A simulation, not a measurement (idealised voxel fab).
The document below concerns the process module designated voxel transistor to metal.
The cross-section on display is named cut; it measures 180 nm wide, and its cells are 5 nm squares.
Throughout this document, each cross-section is represented as a grid of square cells and is presented as a sequence of bands enumerated from the top downward, where a band comprises one or more rows of cells.
The entry gives the band's vertical extent as a top height and a bottom height in nm, then its horizontal make-up as materials from left to right, each with a width in nm. "air" stands for empty space; a single material marked "everywhere" fills the band edge to edge.
Counting heights begins at 0, where everything beneath is, in the wafer as received, one material. The lowest band has no bottom; it goes on downwards, as "0 -> down" shows.
Read "30->40" as a graded width: first number on top, second number at the bottom, same change between each pair of neighbouring rows.
Step note "no modification" = no cross-section cell changed.
Look at "Completely enclosed voids" for the closed voids: empty spaces with no open path to the top, sized 8 cells or up. Each is width x height at distance, distance from the left edge, all nm.
Heads up: the bit after the settings on a step's line is the simulator's remark on that step.
The line of a step may include "overlay nm". On a step with a mask, this value is how far to the right of its planned place the mask lay. A negative value means the mask lay to the left.
# Set out below are the planned steps of the process
1) RECEIVE, material Si
2) CONFORMAL_DEP, material SiO2, thk nm 5
3) CONFORMAL_DEP, material SiN, thk nm 10
4) DIRECTIONAL_DEP, material aC, thk nm 15
5) PATTERN, tone cover, mask id ACTIVE, material resist, width nm 115, thk nm 35, overlay nm 0
6) DIRECTIONAL_ETCH, etch materials aC, depth nm 15
7) STRIP, etch materials resist
8) DIRECTIONAL_ETCH, etch materials SiN, depth nm 10
9) DIRECTIONAL_ETCH, etch materials SiO2, depth nm 5
10) DIRECTIONAL_ETCH, etch materials Si, depth nm 20
11) STRIP, etch materials aC
12) OXIDIZE, depth nm 5
13) FILL_DEP, material SiO2, thk nm 15
14) CMP, height nm 15
15) SELECTIVE_ETCH, etch materials SiO2, depth nm 5
16) STRIP, etch materials SiN
17) SELECTIVE_ETCH, etch materials SiO2, depth nm 5
18) OXIDIZE, depth nm 5
19) DIRECTIONAL_DEP, material polySi, thk nm 30
20) DIRECTIONAL_DEP, material SiCN, thk nm 10
21) MASKED_ETCH, tone cover, mask id GATE, width nm 25, etch materials SiCN, depth nm 20, overlay nm 0
22) MASKED_ETCH, tone cover, mask id GATE, width nm 25, etch materials polySi, depth nm 40, overlay nm 0
23) CONFORMAL_DEP, material SiN, thk nm 5
24) DIRECTIONAL_ETCH, etch materials SiN, depth nm 5
25) DIRECTIONAL_ETCH, etch materials SiO2, depth nm 5
26) DIRECTIONAL_ETCH, etch materials Si, depth nm 15
27) EPI, material nSi, thk nm 15
28) FILL_DEP, material SiO2, thk nm 5
29) CMP, height nm 30
30) STRIP, etch materials polySi
31) SELECTIVE_ETCH, etch materials SiO2, depth nm 5
32) CONFORMAL_DEP, material HfO2, thk nm 5
33) CONFORMAL_DEP, material TiN, thk nm 5
34) FILL_DEP, material W, thk nm 10
35) CMP, height nm 25
36) DIRECTIONAL_DEP, material SiO2, thk nm 10
37) MASKED_ETCH, tone open, mask id CONTACT, width nm 15, pitch nm 80, etch materials SiO2, depth nm 40, overlay nm 0
38) CONFORMAL_DEP, material TiN, thk nm 5
39) FILL_DEP, material W, thk nm 5
40) CMP, height nm 35
41) DIRECTIONAL_DEP, material TiN, thk nm 5
42) DIRECTIONAL_DEP, material Ru, thk nm 20
43) MASKED_ETCH, tone cover, mask id METAL_1, width nm 15, pitch nm 80, etch materials Ru, depth nm 20, overlay nm 0
44) MASKED_ETCH, tone cover, mask id METAL_1, width nm 15, pitch nm 80, etch materials TiN, depth nm 5, overlay nm 0
45) CONFORMAL_DEP, material SiN, thk nm 5
46) FILL_DEP, material SiO2, thk nm 10
47) CMP, height nm 60
48) CONFORMAL_DEP, material SiCN, thk nm 5
# Delivered wafer in cross-section: state after step 1
> 0 -> down: Si everywhere
> Completely enclosed voids: none
# Here's the cross-section of the first of our two wafers at the end of the module - it ran as planned
> 65 -> 60: SiCN everywhere
> 60 -> 40: 35 of SiO2, then 5 of SiN, then 15 of Ru, then 5 of SiN, then 55 of SiO2, then 5 of SiN, then 15 of Ru, then 5 of SiN, then 40 of SiO2
> 40 -> 35: 40 of SiN, then 15 of TiN, then 65 of SiN, then 15 of TiN, then 45 of SiN
> 35 -> 25: 40 of SiO2, then 5 of TiN, then 5 of W, then 5 of TiN, then 65 of SiO2, then 5 of TiN, then 5 of W, then 5 of TiN, then 45 of SiO2
> 25 -> 10: 40 of SiO2, then 5 of TiN, then 5 of W, then 5 of TiN, then 15 of SiO2, then 5 of SiN, then 5 of HfO2, then 5 of TiN, then 5 of W, then 5 of TiN, then 5 of HfO2, then 5 of SiN, then 15 of SiO2, then 5 of TiN, then 5 of W, then 5 of TiN, then 45 of SiO2
> 10 -> 5: 40 of SiO2, then 5 of TiN, then 5 of W, then 5 of TiN, then 15 of nSi, then 5 of SiN, then 5 of HfO2, then 5 of TiN, then 5 of W, then 5 of TiN, then 5 of HfO2, then 5 of SiN, then 15 of nSi, then 5 of TiN, then 5 of W, then 5 of TiN, then 45 of SiO2
> 5 -> 0: 25 of SiO2, then 5 of SiN, then 10 of SiO2, then 5 of TiN, then 5 of W, then 5 of TiN, then 15 of nSi, then 5 of SiN, then 5 of HfO2, then 15 of TiN, then 5 of HfO2, then 5 of SiN, then 15 of nSi, then 5 of TiN, then 5 of W, then 5 of TiN, then 10 of SiO2, then 5 of SiN, then 30 of SiO2
> 0 -> -5: 40 of SiO2, then 15 of TiN, then 15 of nSi, then 35 of HfO2, then 15 of nSi, then 15 of TiN, then 45 of SiO2
> -5 -> -20: 35 of SiO2, then 35 of nSi, then 35 of Si, then 35 of nSi, then 40 of SiO2
> -20 -> -25: 35 of SiO2, then 105 of Si, then 40 of SiO2
> -25 -> down: Si everywhere
> Completely enclosed voids: none
# Wafer two cross-section, module end. Start and plan unchanged from wafer one; one mistake made during the run
> 65 -> 60: SiCN everywhere
> 60 -> 40: 35 of SiO2, then 5 of SiN, then 15 of Ru, then 5 of SiN, then 55 of SiO2, then 5 of SiN, then 15 of Ru, then 5 of SiN, then 40 of SiO2
> 40 -> 35: 40 of SiN, then 15 of TiN, then 65 of SiN, then 15 of TiN, then 45 of SiN
> 35 -> 25: 40 of SiO2, then 5 of TiN, then 5 of W, then 5 of TiN, then 65 of SiO2, then 5 of TiN, then 5 of W, then 5 of TiN, then 45 of SiO2
> 25 -> 10: 40 of SiO2, then 5 of TiN, then 5 of W, then 5 of TiN, then 15 of SiO2, then 5 of SiN, then 5 of HfO2, then 5 of TiN, then 5 of W, then 5 of TiN, then 5 of HfO2, then 5 of SiN, then 15 of SiO2, then 5 of TiN, then 5 of W, then 5 of TiN, then 45 of SiO2
> 10 -> 5: 40 of SiO2, then 5 of TiN, then 5 of W, then 5 of TiN, then 15 of nSi, then 5 of SiN, then 5 of HfO2, then 5 of TiN, then 5 of W, then 5 of TiN, then 5 of HfO2, then 5 of SiN, then 15 of nSi, then 5 of TiN, then 5 of W, then 5 of TiN, then 45 of SiO2
> 5 -> 0: 25 of SiO2, then 5 of SiN, then 10 of SiO2, then 5 of TiN, then 5 of W, then 5 of TiN, then 15 of nSi, then 5 of SiN, then 5 of HfO2, then 15 of TiN, then 5 of HfO2, then 5 of SiN, then 15 of nSi, then 5 of TiN, then 5 of W, then 5 of TiN, then 10 of SiO2, then 5 of SiN, then 30 of SiO2
> 0 -> -5: 40 of SiO2, then 15 of TiN, then 15 of nSi, then 35 of HfO2, then 15 of nSi, then 15 of TiN, then 45 of SiO2
> -5 -> -20: 35 of SiO2, then 35 of nSi, then 35 of Si, then 35 of nSi, then 40 of SiO2
> -20 -> -45: 35 of SiO2, then 105 of Si, then 40 of SiO2
> -45 -> down: Si everywhere
> Completely enclosed voids: none
Plan not followed: execution of plan step 10 occurred twice
End check, counted in cells, second wafer has more or fewer of these materials than the first: 60 fewer of Si, 60 more of SiO2
